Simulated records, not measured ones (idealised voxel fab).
process module | voxel self aligned contacts
cross-section cut | 185 nm wide | cells 5 nm
A cross-section is a grid of square cells, given in bands from the top down. A band is one or more rows of cells.
Each band's line starts with the height of the band's top and of its bottom, in nm. Then come its materials from left to right, each with its width in nm. One material with "throughout" fills the band from edge to edge. "air" is empty space.
Height 0 is the level under which the wafer as received is all one material. The lowest band goes on downwards, as in "0 down".
A width such as "30 to 40" changes by the same amount from each row of cells to the next, from the band's top row to its bottom row.
"no change" after a step means that no cell of the cross-section changed.
closed voids: empty space of 8 cells or more with no open way to the top, each as width x height at its distance from the left edge, in nm
after a step's settings: what the simulator itself notes on the step
overlay nm, on a step with a mask: how far to the right of its planned place the mask lay; to the left if negative
plan
1 op RECEIVE | material Si
2 op CONFORMAL_DEP | material SiO2 | thk nm 5
3 op DIRECTIONAL_DEP | material polySi | thk nm 20
4 op DIRECTIONAL_DEP | material SiN | thk nm 15
5 op DIRECTIONAL_DEP | material aC | thk nm 10
6 op PATTERN | tone cover | mask id GATE | material resist | width nm 30 | pitch nm 65 | thk nm 30 | overlay nm 0
7 op DIRECTIONAL_ETCH | etch materials aC | depth nm 10
8 op STRIP | etch materials resist
9 op DIRECTIONAL_ETCH | etch materials SiN | depth nm 15
10 op DIRECTIONAL_ETCH | etch materials polySi | depth nm 20
11 op STRIP | etch materials aC
12 op CONFORMAL_DEP | material SiN | thk nm 5
13 op DIRECTIONAL_ETCH | etch materials SiN | depth nm 5
14 op FILL_DEP | material SiO2 | thk nm 15
15 op CMP | height nm 45
16 op DIRECTIONAL_DEP | material aC | thk nm 15
17 op PATTERN | tone open | mask id CONTACT | material resist | width nm 45 | thk nm 30 | overlay nm 0
18 op DIRECTIONAL_ETCH | etch materials aC | depth nm 15
19 op STRIP | etch materials resist
20 op DIRECTIONAL_ETCH | etch materials SiO2 | depth nm 45
21 op STRIP | etch materials aC
22 op CONFORMAL_DEP | material TiN | thk nm 5
23 op FILL_DEP | material W | thk nm 10
24 op CMP | height nm 45
25 op CONFORMAL_DEP | material SiCN | thk nm 5
first wafer, as planned
as received, after step 1
  0 down: Si throughout
  closed voids: none
after step 2
  5 to 0: SiO2 throughout
  below 0: unchanged
after step 3
  25 to 5: polySi throughout
  below 5: unchanged
after step 4
  40 to 25: SiN throughout
  below 25: unchanged
after step 5
  50 to 40: aC throughout
  below 40: unchanged
after step 6
  80 to 50: air 45 | resist 30 | air 35 | resist 30 | air 45
  below 50: unchanged
after step 7
  70 to 50: air 45 | resist 30 | air 35 | resist 30 | air 45
  50 to 40: air 45 | aC 30 | air 35 | aC 30 | air 45
  below 40: unchanged
after step 8
  50 to 40: air 45 | aC 30 | air 35 | aC 30 | air 45
  below 40: unchanged
after step 9
  50 to 40: air 45 | aC 30 | air 35 | aC 30 | air 45
  40 to 25: air 45 | SiN 30 | air 35 | SiN 30 | air 45
  below 25: unchanged
after step 10
  50 to 40: air 45 | aC 30 | air 35 | aC 30 | air 45
  40 to 25: air 45 | SiN 30 | air 35 | SiN 30 | air 45
  25 to 5: air 45 | polySi 30 | air 35 | polySi 30 | air 45
  below 5: unchanged
after step 11
  40 to 25: air 45 | SiN 30 | air 35 | SiN 30 | air 45
  below 25: unchanged
after step 12
  45 to 25: air 40 | SiN 40 | air 25 | SiN 40 | air 40
  25 to 10: air 40 | SiN 5 | polySi 30 | SiN 5 | air 25 | SiN 5 | polySi 30 | SiN 5 | air 40
  10 to 5: SiN 45 | polySi 30 | SiN 35 | polySi 30 | SiN 45
  below 5: unchanged
after step 13
  40 to 25: air 40 | SiN 40 | air 25 | SiN 40 | air 40
  25 to 5: air 40 | SiN 5 | polySi 30 | SiN 5 | air 25 | SiN 5 | polySi 30 | SiN 5 | air 40
  below 5: unchanged
after step 14
  55 to 40: SiO2 throughout
  40 to 25: SiO2 40 | SiN 40 | SiO2 25 | SiN 40 | SiO2 40
  25 to 5: SiO2 40 | SiN 5 | polySi 30 | SiN 5 | SiO2 25 | SiN 5 | polySi 30 | SiN 5 | SiO2 40
  below 5: unchanged
after step 15
  45 to 40: SiO2 throughout
  below 40: unchanged
after step 16
  60 to 45: aC throughout
  below 45: unchanged
after step 17
  90 to 60: resist 70 | air 45 | resist 70
  below 60: unchanged
after step 18
  75 to 60: resist 70 | air 45 | resist 70
  60 to 45: aC 70 | air 45 | aC 70
  below 45: unchanged
after step 19
  60 to 45: aC 70 | air 45 | aC 70
  below 45: unchanged
after step 20
  60 to 45: aC 70 | air 45 | aC 70
  45 to 40: SiO2 70 | air 45 | SiO2 70
  40 to 25: SiO2 40 | SiN 40 | air 25 | SiN 40 | SiO2 40
  25 to 5: SiO2 40 | SiN 5 | polySi 30 | SiN 5 | air 25 | SiN 5 | polySi 30 | SiN 5 | SiO2 40
  5 to 0: SiO2 80 | air 25 | SiO2 80
  below 0: unchanged
after step 21
  45 to 40: SiO2 70 | air 45 | SiO2 70
  below 40: unchanged
after step 22
  50 to 45: TiN 75 | air 35 | TiN 75
  45 to 40: SiO2 70 | TiN 15 | air 15 | TiN 15 | SiO2 70
  40 to 25: SiO2 40 | SiN 40 | TiN 5 | air 15 | TiN 5 | SiN 40 | SiO2 40
  25 to 5: SiO2 40 | SiN 5 | polySi 30 | SiN 5 | TiN 5 | air 15 | TiN 5 | SiN 5 | polySi 30 | SiN 5 | SiO2 40
  5 to 0: SiO2 80 | TiN 25 | SiO2 80
  below 0: unchanged
after step 23
  60 to 50: W throughout
  50 to 45: TiN 75 | W 35 | TiN 75
  45 to 40: SiO2 70 | TiN 15 | W 15 | TiN 15 | SiO2 70
  40 to 25: SiO2 40 | SiN 40 | TiN 5 | W 15 | TiN 5 | SiN 40 | SiO2 40
  25 to 5: SiO2 40 | SiN 5 | polySi 30 | SiN 5 | TiN 5 | W 15 | TiN 5 | SiN 5 | polySi 30 | SiN 5 | SiO2 40
  below 5: unchanged
after step 24
  45 to 40: SiO2 70 | TiN 15 | W 15 | TiN 15 | SiO2 70
  below 40: unchanged
after step 25
  50 to 45: SiCN throughout
  below 45: unchanged
second wafer: like start, like plan, one mistake. Through step 16 it matches the first wafer
when step 17 should have ended
  90 to 60: air 70 | resist 45 | air 70
  below 60: unchanged
when step 18 should have ended
  75 to 60: air 70 | resist 45 | air 70
  60 to 45: air 70 | aC 45 | air 70
  below 45: unchanged
when step 19 should have ended
  60 to 45: air 70 | aC 45 | air 70
  below 45: unchanged
when step 20 should have ended
  60 to 45: air 70 | aC 45 | air 70
  45 to 40: air 70 | SiO2 45 | air 70
  40 to 25: air 40 | SiN 40 | SiO2 25 | SiN 40 | air 40
  25 to 5: air 40 | SiN 5 | polySi 30 | SiN 5 | SiO2 25 | SiN 5 | polySi 30 | SiN 5 | air 40
  5 to 0: air 40 | SiO2 105 | air 40
  below 0: unchanged
when step 21 should have ended
  45 to 40: air 70 | SiO2 45 | air 70
  below 40: unchanged
when step 22 should have ended
  50 to 45: air 65 | TiN 55 | air 65
  45 to 40: air 35 | TiN 35 | SiO2 45 | TiN 35 | air 35
  40 to 25: air 35 | TiN 5 | SiN 40 | SiO2 25 | SiN 40 | TiN 5 | air 35
  25 to 5: air 35 | TiN 5 | SiN 5 | polySi 30 | SiN 5 | SiO2 25 | SiN 5 | polySi 30 | SiN 5 | TiN 5 | air 35
  5 to 0: TiN 40 | SiO2 105 | TiN 40
  below 0: unchanged
when step 23 should have ended
  60 to 50: W throughout
  50 to 45: W 65 | TiN 55 | W 65
  45 to 40: W 35 | TiN 35 | SiO2 45 | TiN 35 | W 35
  40 to 25: W 35 | TiN 5 | SiN 40 | SiO2 25 | SiN 40 | TiN 5 | W 35
  25 to 5: W 35 | TiN 5 | SiN 5 | polySi 30 | SiN 5 | SiO2 25 | SiN 5 | polySi 30 | SiN 5 | TiN 5 | W 35
  below 5: unchanged
when step 24 should have ended
  45 to 40: W 35 | TiN 35 | SiO2 45 | TiN 35 | W 35
  below 40: unchanged
when step 25 should have ended
  50 to 45: SiCN throughout
  below 45: unchanged
what went wrong: step 17 ran as: op PATTERN | tone cover | mask id CONTACT | material resist | width nm 45 | thk nm 30 | overlay nm 0
at the end the second wafer has, in cells: 107 fewer of SiO2 | 19 more of TiN | 88 more of W
